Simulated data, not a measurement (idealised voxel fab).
process module | voxel local oxidation
cross-section cut | 220 nm wide | cells 5 nm
A cross-section is a grid of square cells, given in bands from the top down. A band is one or more rows of cells.
Each band's line starts with the height of the band's top and of its bottom, in nm. Then come its materials from left to right, each with its width in nm. One material with "throughout" fills the band from edge to edge. "air" is empty space.
Height 0 is the level under which the wafer as received is all one material. The lowest band goes on downwards, as in "0 down".
A width such as "30 to 40" changes by the same amount from each row of cells to the next, from the band's top row to its bottom row.
"no change" after a step means that no cell of the cross-section changed.
closed voids: empty space of 8 cells or more with no open way to the top, each as width x height at its distance from the left edge, in nm
after a step's settings: what the simulator itself notes on the step
overlay nm, on a step with a mask: how far to the right of its planned place the mask lay; to the left if negative
plan
1 op RECEIVE | material Si
2 op CONFORMAL_DEP | material SiO2 | thk nm 5
3 op CONFORMAL_DEP | material SiN | thk nm 10
4 op MASKED_ETCH | tone cover | mask id ACTIVE | width nm 95 | etch materials SiN | depth nm 10 | overlay nm 0
5 op SELECTIVE_ETCH | etch materials SiO2 | depth nm 5
6 op OXIDIZE | depth nm 15
7 op STRIP | etch materials SiN
varied across the wafers: depth nm of step 5. The plan shows the first wafer's value. All wafers start alike
first wafer as received, after step 1
  0 down: Si throughout
  closed voids: none
first wafer at the end, after step 7
  5 to 0: air 65 | SiO2 85 | air 70
  0 to -15: SiO2 80 | Si 55 | SiO2 85
  -15 down: Si throughout
  closed voids: none
last wafer at the end
  5 to 0: air 80 | SiO2 55 | air 85
  0 to -15: SiO2 95 | Si 25 | SiO2 100
  -15 down: Si throughout
  closed voids: none
each wafer at the end: cells of each material gained (+) or lost (-) since it was received, then its closed voids
depth nm 5 | -99 Si | +116 SiO2 | closed voids: none
depth nm 10 | -105 Si | +120 SiO2 | closed voids: none
depth nm 15 | -111 Si | +124 SiO2 | closed voids: none
depth nm 20 | -117 Si | +128 SiO2 | closed voids: none
